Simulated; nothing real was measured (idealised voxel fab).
Presented below is a process module, voxel gate over fins.
Square cells of 5 nm make up the cross-section cut, whose width is 150 nm.
Reading order for cross-sections: top band down to bottom band. Underlying form: a grid of square cells. Band size: one or more rows of cells.
This entry defines a band. It first specifies the height of the band's top and the height of its bottom in nm, and then specifies the band's materials from left to right, stating each material with its width in nm. The word "all across" identifies a single material that fills the band from edge to edge, while the word "blank" identifies empty space.
For the purposes of this specification, 0 denotes the height below which the wafer in its as-received condition is composed wholly of one material, and the lowermost band, lacking a lower limit, extends downward without end, as expressed in "0 nm and below".
Width "30->40": first value at the band's top row of cells, second value at its bottom row, equal change from row to row.
No cell of the cross-section changed in a step that is given as "remained unchanged".
Each empty space that has no open way to the top and spans at least 8 cells appears under "Sealed void listing" as width x height at distance, the distance counted from the left edge, all in nm.
Note: text after step settings on the step line = simulator remark on that step.
overlay nm: on a step with a mask, how far right of its planned place the mask lay; negative means left.
Planned step list for the process:
1. RECEIVE | material Si
2. CONFORMAL_DEP | material SiN | thk nm 5
3. MASKED_ETCH | tone cover | mask id FINS | width nm 15 | pitch nm 60 | etch materials SiN | depth nm 5 | overlay nm 0
4. MASKED_ETCH | tone cover | mask id FINS | width nm 15 | pitch nm 60 | etch materials Si | depth nm 40 | overlay nm 0
5. OXIDIZE | depth nm 5
6. FILL_DEP | material SiO2 | thk nm 5
7. CMP | height nm 5
8. DIRECTIONAL_DEP | material aC | thk nm 15
9. PATTERN | tone open | mask id RAIL | material resist | width nm 15 | thk nm 35 | overlay nm 0
10. DIRECTIONAL_ETCH | etch materials aC | depth nm 15
11. STRIP | etch materials resist
12. DIRECTIONAL_ETCH | etch materials SiO2 | depth nm 40
13. STRIP | etch materials aC
14. CONFORMAL_DEP | material TiN | thk nm 5
15. FILL_DEP | material W | thk nm 10
16. CMP | height nm 5
17. SELECTIVE_ETCH | etch materials W Ru TiN | depth nm 25
18. FILL_DEP | material SiO2 | thk nm 5
19. CMP | height nm 5
20. SELECTIVE_ETCH | etch materials SiO2 | depth nm 20
21. STRIP | etch materials SiN
22. CONFORMAL_DEP | material HfO2 | thk nm 5
23. CONFORMAL_DEP | material TiN | thk nm 5
24. FILL_DEP | material W | thk nm 10
25. CMP | height nm 15
26. CONFORMAL_DEP | material SiCN | thk nm 5
First of two wafers, processed according to plan:
Incoming wafer in cross-section (state: after step 1):
    0 nm and below = Si all across
    Sealed void listing: none
After step 2, in cross-section:
    5 nm to 0 nm = SiN all across
    Beneath the level 0, the cross-section is identical to its previous state.
After step 3, in cross-section:
    5 nm to 0 nm = 35 nm blank | 15 nm SiN | 45 nm blank | 15 nm SiN | 40 nm blank
    Beneath the level 0, the cross-section is identical to its previous state.
After step 4, in cross-section:
    5 nm to 0 nm = 35 nm blank | 15 nm SiN | 45 nm blank | 15 nm SiN | 40 nm blank
    0 nm to -40 nm = 35 nm blank | 15 nm Si | 45 nm blank | 15 nm Si | 40 nm blank
    Beneath the level -40, the cross-section is identical to its previous state.
After step 5, in cross-section:
    5 nm to 0 nm = 35 nm blank | 15 nm SiN | 45 nm blank | 15 nm SiN | 40 nm blank
    0 nm to -40 nm = 35 nm blank | 5 nm SiO2 | 5 nm Si | 5 nm SiO2 | 45 nm blank | 5 nm SiO2 | 5 nm Si | 5 nm SiO2 | 40 nm blank
    -40 nm to -45 nm = 40 nm SiO2 | 5 nm Si | 55 nm SiO2 | 5 nm Si | 45 nm SiO2
    Beneath the level -45, the cross-section is identical to its previous state.
After step 6, in cross-section:
    10 nm to 5 nm = SiO2 all across
    5 nm to 0 nm = 35 nm SiO2 | 15 nm SiN | 45 nm SiO2 | 15 nm SiN | 40 nm SiO2
    0 nm to -45 nm = 40 nm SiO2 | 5 nm Si | 55 nm SiO2 | 5 nm Si | 45 nm SiO2
    Beneath the level -45, the cross-section is identical to its previous state.
After step 7, in cross-section:
    5 nm to 0 nm = 35 nm SiO2 | 15 nm SiN | 45 nm SiO2 | 15 nm SiN | 40 nm SiO2
    Beneath the level 0, the cross-section is identical to its previous state.
After step 8, in cross-section:
    20 nm to 5 nm = aC all across
    Beneath the level 5, the cross-section is identical to its previous state.
After step 9, in cross-section:
    55 nm to 20 nm = 65 nm resist | 15 nm blank | 70 nm resist
    Beneath the level 20, the cross-section is identical to its previous state.
After step 10, in cross-section:
    40 nm to 20 nm = 65 nm resist | 15 nm blank | 70 nm resist
    20 nm to 5 nm = 65 nm aC | 15 nm blank | 70 nm aC
    Beneath the level 5, the cross-section is identical to its previous state.
After step 11, in cross-section:
    20 nm to 5 nm = 65 nm aC | 15 nm blank | 70 nm aC
    Beneath the level 5, the cross-section is identical to its previous state.
After step 12, in cross-section:
    20 nm to 5 nm = 65 nm aC | 15 nm blank | 70 nm aC
    5 nm to 0 nm = 35 nm SiO2 | 15 nm SiN | 15 nm SiO2 | 15 nm blank | 15 nm SiO2 | 15 nm SiN | 40 nm SiO2
    0 nm to -35 nm = 40 nm SiO2 | 5 nm Si | 20 nm SiO2 | 15 nm blank | 20 nm SiO2 | 5 nm Si | 45 nm SiO2
    Beneath the level -35, the cross-section is identical to its previous state.
After step 13, in cross-section:
    5 nm to 0 nm = 35 nm SiO2 | 15 nm SiN | 15 nm SiO2 | 15 nm blank | 15 nm SiO2 | 15 nm SiN | 40 nm SiO2
    Beneath the level 0, the cross-section is identical to its previous state.
After step 14, in cross-section:
    10 nm to 5 nm = 70 nm TiN | 5 nm blank | 75 nm TiN
    5 nm to 0 nm = 35 nm SiO2 | 15 nm SiN | 15 nm SiO2 | 5 nm TiN | 5 nm blank | 5 nm TiN | 15 nm SiO2 | 15 nm SiN | 40 nm SiO2
    0 nm to -30 nm = 40 nm SiO2 | 5 nm Si | 20 nm SiO2 | 5 nm TiN | 5 nm blank | 5 nm TiN | 20 nm SiO2 | 5 nm Si | 45 nm SiO2
    -30 nm to -35 nm = 40 nm SiO2 | 5 nm Si | 20 nm SiO2 | 15 nm TiN | 20 nm SiO2 | 5 nm Si | 45 nm SiO2
    Beneath the level -35, the cross-section is identical to its previous state.
After step 15, in cross-section:
    20 nm to 10 nm = W all across
    10 nm to 5 nm = 70 nm TiN | 5 nm W | 75 nm TiN
    5 nm to 0 nm = 35 nm SiO2 | 15 nm SiN | 15 nm SiO2 | 5 nm TiN | 5 nm W | 5 nm TiN | 15 nm SiO2 | 15 nm SiN | 40 nm SiO2
    0 nm to -30 nm = 40 nm SiO2 | 5 nm Si | 20 nm SiO2 | 5 nm TiN | 5 nm W | 5 nm TiN | 20 nm SiO2 | 5 nm Si | 45 nm SiO2
    Beneath the level -30, the cross-section is identical to its previous state.
After step 16, in cross-section:
    5 nm to 0 nm = 35 nm SiO2 | 15 nm SiN | 15 nm SiO2 | 5 nm TiN | 5 nm W | 5 nm TiN | 15 nm SiO2 | 15 nm SiN | 40 nm SiO2
    Beneath the level 0, the cross-section is identical to its previous state.
After step 17, in cross-section:
    5 nm to 0 nm = 35 nm SiO2 | 15 nm SiN | 15 nm SiO2 | 15 nm blank | 15 nm SiO2 | 15 nm SiN | 40 nm SiO2
    0 nm to -20 nm = 40 nm SiO2 | 5 nm Si | 20 nm SiO2 | 15 nm blank | 20 nm SiO2 | 5 nm Si | 45 nm SiO2
    Beneath the level -20, the cross-section is identical to its previous state.
After step 18, in cross-section:
    10 nm to 5 nm = SiO2 all across
    5 nm to 0 nm = 35 nm SiO2 | 15 nm SiN | 45 nm SiO2 | 15 nm SiN | 40 nm SiO2
    0 nm to -20 nm = 40 nm SiO2 | 5 nm Si | 55 nm SiO2 | 5 nm Si | 45 nm SiO2
    Beneath the level -20, the cross-section is identical to its previous state.
After step 19, in cross-section:
    5 nm to 0 nm = 35 nm SiO2 | 15 nm SiN | 45 nm SiO2 | 15 nm SiN | 40 nm SiO2
    Beneath the level 0, the cross-section is identical to its previous state.
After step 20, in cross-section:
    5 nm to 0 nm = 35 nm blank | 15 nm SiN | 45 nm blank | 15 nm SiN | 40 nm blank
    0 nm to -15 nm = 40 nm blank | 5 nm Si | 55 nm blank | 5 nm Si | 45 nm blank
    Beneath the level -15, the cross-section is identical to its previous state.
After step 21, in cross-section:
    0 nm to -15 nm = 40 nm blank | 5 nm Si | 55 nm blank | 5 nm Si | 45 nm blank
    Beneath the level -15, the cross-section is identical to its previous state.
After step 22, in cross-section:
    5 nm to 0 nm = 35 nm blank | 15 nm HfO2 | 45 nm blank | 15 nm HfO2 | 40 nm blank
    0 nm to -10 nm = 35 nm blank | 5 nm HfO2 | 5 nm Si | 5 nm HfO2 | 45 nm blank | 5 nm HfO2 | 5 nm Si | 5 nm HfO2 | 40 nm blank
    -10 nm to -15 nm = 40 nm HfO2 | 5 nm Si | 55 nm HfO2 | 5 nm Si | 45 nm HfO2
    Beneath the level -15, the cross-section is identical to its previous state.
After step 23, in cross-section:
    10 nm to 5 nm = 30 nm blank | 25 nm TiN | 35 nm blank | 25 nm TiN | 35 nm blank
    5 nm to 0 nm = 30 nm blank | 5 nm TiN | 15 nm HfO2 | 5 nm TiN | 35 nm blank | 5 nm TiN | 15 nm HfO2 | 5 nm TiN | 35 nm blank
    0 nm to -5 nm = 30 nm blank | 5 nm TiN | 5 nm HfO2 | 5 nm Si | 5 nm HfO2 | 5 nm TiN | 35 nm blank | 5 nm TiN | 5 nm HfO2 | 5 nm Si | 5 nm HfO2 | 5 nm TiN | 35 nm blank
    -5 nm to -10 nm = 35 nm TiN | 5 nm HfO2 | 5 nm Si | 5 nm HfO2 | 45 nm TiN | 5 nm HfO2 | 5 nm Si | 5 nm HfO2 | 40 nm TiN
    Beneath the level -10, the cross-section is identical to its previous state.
After step 24, in cross-section:
    20 nm to 10 nm = W all across
    10 nm to 5 nm = 30 nm W | 25 nm TiN | 35 nm W | 25 nm TiN | 35 nm W
    5 nm to 0 nm = 30 nm W | 5 nm TiN | 15 nm HfO2 | 5 nm TiN | 35 nm W | 5 nm TiN | 15 nm HfO2 | 5 nm TiN | 35 nm W
    0 nm to -5 nm = 30 nm W | 5 nm TiN | 5 nm HfO2 | 5 nm Si | 5 nm HfO2 | 5 nm TiN | 35 nm W | 5 nm TiN | 5 nm HfO2 | 5 nm Si | 5 nm HfO2 | 5 nm TiN | 35 nm W
    Beneath the level -5, the cross-section is identical to its previous state.
After step 25, in cross-section:
    15 nm to 10 nm = W all across
    Beneath the level 10, the cross-section is identical to its previous state.
After step 26, in cross-section:
    20 nm to 15 nm = SiCN all across
    Beneath the level 15, the cross-section is identical to its previous state.
The remaining wafer, second of the two, started like the first and was run to the same plan, except that one mistake was made along the way; the two coincide through step 19, inclusive:
The second wafer cut through, at the time step 20 was supposed to be finished:
    5 nm to 0 nm = 35 nm blank | 15 nm SiN | 45 nm blank | 15 nm SiN | 40 nm blank
    0 nm to -20 nm = 40 nm blank | 5 nm Si | 55 nm blank | 5 nm Si | 45 nm blank
    -20 nm to -30 nm = 40 nm blank | 5 nm Si | 20 nm blank | 5 nm TiN | 5 nm W | 5 nm TiN | 20 nm blank | 5 nm Si | 45 nm blank
    -30 nm to -35 nm = 40 nm blank | 5 nm Si | 20 nm blank | 15 nm TiN | 20 nm blank | 5 nm Si | 45 nm blank
    Beneath the level -35, the cross-section is identical to its previous state.
The second wafer cut through, at the time step 21 was supposed to be finished:
    0 nm to -20 nm = 40 nm blank | 5 nm Si | 55 nm blank | 5 nm Si | 45 nm blank
    Beneath the level -20, the cross-section is identical to its previous state.
The second wafer cut through, at the time step 22 was supposed to be finished:
    5 nm to 0 nm = 35 nm blank | 15 nm HfO2 | 45 nm blank | 15 nm HfO2 | 40 nm blank
    0 nm to -15 nm = 35 nm blank | 5 nm HfO2 | 5 nm Si | 5 nm HfO2 | 45 nm blank | 5 nm HfO2 | 5 nm Si | 5 nm HfO2 | 40 nm blank
    -15 nm to -20 nm = 35 nm blank | 5 nm HfO2 | 5 nm Si | 5 nm HfO2 | 10 nm blank | 25 nm HfO2 | 10 nm blank | 5 nm HfO2 | 5 nm Si | 5 nm HfO2 | 40 nm blank
    -20 nm to -30 nm = 35 nm blank | 5 nm HfO2 | 5 nm Si | 5 nm HfO2 | 10 nm blank | 5 nm HfO2 | 5 nm TiN | 5 nm W | 5 nm TiN | 5 nm HfO2 | 10 nm blank | 5 nm HfO2 | 5 nm Si | 5 nm HfO2 | 40 nm blank
    -30 nm to -35 nm = 40 nm HfO2 | 5 nm Si | 20 nm HfO2 | 15 nm TiN | 20 nm HfO2 | 5 nm Si | 45 nm HfO2
    Beneath the level -35, the cross-section is identical to its previous state.
The second wafer cut through, at the time step 23 was supposed to be finished:
    10 nm to 5 nm = 30 nm blank | 25 nm TiN | 35 nm blank | 25 nm TiN | 35 nm blank
    5 nm to 0 nm = 30 nm blank | 5 nm TiN | 15 nm HfO2 | 5 nm TiN | 35 nm blank | 5 nm TiN | 15 nm HfO2 | 5 nm TiN | 35 nm blank
    0 nm to -10 nm = 30 nm blank | 5 nm TiN | 5 nm HfO2 | 5 nm Si | 5 nm HfO2 | 5 nm TiN | 35 nm blank | 5 nm TiN | 5 nm HfO2 | 5 nm Si | 5 nm HfO2 | 5 nm TiN | 35 nm blank
    -10 nm to -15 nm = 30 nm blank | 5 nm TiN | 5 nm HfO2 | 5 nm Si | 5 nm HfO2 | 45 nm TiN | 5 nm HfO2 | 5 nm Si | 5 nm HfO2 | 5 nm TiN | 35 nm blank
    -15 nm to -20 nm = 30 nm blank | 5 nm TiN | 5 nm HfO2 | 5 nm Si | 5 nm HfO2 | 10 nm TiN | 25 nm HfO2 | 10 nm TiN | 5 nm HfO2 | 5 nm Si | 5 nm HfO2 | 5 nm TiN | 35 nm blank
    -20 nm to -25 nm = 30 nm blank | 5 nm TiN | 5 nm HfO2 | 5 nm Si | 5 nm HfO2 | 10 nm TiN | 5 nm HfO2 | 5 nm TiN | 5 nm W | 5 nm TiN | 5 nm HfO2 | 10 nm TiN | 5 nm HfO2 | 5 nm Si | 5 nm HfO2 | 5 nm TiN | 35 nm blank
    -25 nm to -30 nm = 35 nm TiN | 5 nm HfO2 | 5 nm Si | 5 nm HfO2 | 10 nm TiN | 5 nm HfO2 | 5 nm TiN | 5 nm W | 5 nm TiN | 5 nm HfO2 | 10 nm TiN | 5 nm HfO2 | 5 nm Si | 5 nm HfO2 | 40 nm TiN
    Beneath the level -30, the cross-section is identical to its previous state.
The second wafer cut through, at the time step 24 was supposed to be finished:
    20 nm to 10 nm = W all across
    10 nm to 5 nm = 30 nm W | 25 nm TiN | 35 nm W | 25 nm TiN | 35 nm W
    5 nm to 0 nm = 30 nm W | 5 nm TiN | 15 nm HfO2 | 5 nm TiN | 35 nm W | 5 nm TiN | 15 nm HfO2 | 5 nm TiN | 35 nm W
    0 nm to -10 nm = 30 nm W | 5 nm TiN | 5 nm HfO2 | 5 nm Si | 5 nm HfO2 | 5 nm TiN | 35 nm W | 5 nm TiN | 5 nm HfO2 | 5 nm Si | 5 nm HfO2 | 5 nm TiN | 35 nm W
    -10 nm to -15 nm = 30 nm W | 5 nm TiN | 5 nm HfO2 | 5 nm Si | 5 nm HfO2 | 45 nm TiN | 5 nm HfO2 | 5 nm Si | 5 nm HfO2 | 5 nm TiN | 35 nm W
    -15 nm to -20 nm = 30 nm W | 5 nm TiN | 5 nm HfO2 | 5 nm Si | 5 nm HfO2 | 10 nm TiN | 25 nm HfO2 | 10 nm TiN | 5 nm HfO2 | 5 nm Si | 5 nm HfO2 | 5 nm TiN | 35 nm W
    -20 nm to -25 nm = 30 nm W | 5 nm TiN | 5 nm HfO2 | 5 nm Si | 5 nm HfO2 | 10 nm TiN | 5 nm HfO2 | 5 nm TiN | 5 nm W | 5 nm TiN | 5 nm HfO2 | 10 nm TiN | 5 nm HfO2 | 5 nm Si | 5 nm HfO2 | 5 nm TiN | 35 nm W
    Beneath the level -25, the cross-section is identical to its previous state.
The second wafer cut through, at the time step 25 was supposed to be finished:
    15 nm to 10 nm = W all across
    Beneath the level 10, the cross-section is identical to its previous state.
The second wafer cut through, at the time step 26 was supposed to be finished:
    20 nm to 15 nm = SiCN all across
    Beneath the level 15, the cross-section is identical to its previous state.
Heads up, the wafer didn't run the way we planned it: plan step 20 ran twice
Looking at both finished wafers in cells, the second ends up ahead of or behind the first on some materials: HfO2 +22, SiO2 -103, TiN +22, W +59
